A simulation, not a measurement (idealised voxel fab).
You're looking at the process module voxel fin reveal.
cross-section cut | 280 nm wide | cells 5 nm
For the purposes of this document, a cross-section shall be understood as a grid of square cells, specified as bands listed in top-to-bottom order, each band consisting of one or more rows of cells. Quick guide to a band line: top height, bottom height (nm) up front; then every material left to right with its width in nm. Only one material and it's marked "edge to edge"? Then it fills the band edge to edge. And "blank" just means empty space. Height reference: 0 = level under which incoming wafer is all one material. Lowest band: no bottom, runs on downward, e.g. "from 0 down". With a width like "30 to 40", each row of cells in the band differs from the next by the same amount, the top row carrying the first number and the bottom row the second. "same as before", as given for a step, is the statement that not any cell of the cross-section underwent a change during that step. Each empty space that has no open way to the top and spans at least 8 cells appears under "Enclosed void catalog" as width x height at distance, the distance counted from the left edge, all in nm. Past the settings on a step's line: simulator remark, on that step. On any step carrying a mask, the "overlay nm" setting, if present on the step's line, tells how far right of its planned place the mask lay; negative values point to the left.
Process steps foreseen in the plan:
| 1 | RECEIVE (material Si) |
| 2 | CONFORMAL_DEP (material SiN; thk nm 5) |
| 3 | PATTERN (tone cover; mask id FINS; material resist; width nm 15; pitch nm 40; thk nm 20; overlay nm 0) |
| 4 | DIRECTIONAL_ETCH (etch materials SiN; depth nm 5) |
| 5 | DIRECTIONAL_ETCH (etch materials Si; depth nm 40) |
| 6 | STRIP (etch materials resist) |
| 7 | OXIDIZE (depth nm 5) |
| 8 | FILL_DEP (material SiO2; thk nm 15) |
| 9 | CMP (height nm 5) |
| 10 | SELECTIVE_ETCH (etch materials SiO2; depth nm 35) |
| 11 | STRIP (etch materials SiN) |
Wafers differ in width nm at step 3; plan lists the first wafer's value; identical starting state.
Sectional view: first of several wafers, as received, after step 1:
  from 0 down | Si edge to edge
  Enclosed void catalog: none
Shown in cross-section: the first of several wafers at the end of the module, after its last step, step 11:
  from 0 to -30 | blank=75 / Si=5 / blank=35 / Si=5 / blank=35 / Si=5 / blank=35 / Si=5 / blank=80
  from -30 to -45 | SiO2=75 / Si=5 / SiO2=35 / Si=5 / SiO2=35 / Si=5 / SiO2=35 / Si=5 / SiO2=80
  from -45 down | Si edge to edge
  Enclosed void catalog: none
The final wafer, sectioned at module end:
  from 0 to -30 | blank=70 / Si=15 / blank=25 / Si=15 / blank=25 / Si=15 / blank=25 / Si=15 / blank=75
  from -30 to -45 | SiO2=70 / Si=15 / SiO2=25 / Si=15 / SiO2=25 / Si=15 / SiO2=25 / Si=15 / SiO2=75
  from -45 down | Si edge to edge
  Enclosed void catalog: none
Gained (+) or lost (-) cells of each material since receipt, then closed voids: one row per wafer, at the end of the module:
width nm 15, -468 Si, +156 SiO2, Enclosed void catalog: none
width nm 20, -432 Si, +144 SiO2, Enclosed void catalog: none
width nm 25, -396 Si, +132 SiO2, Enclosed void catalog: none
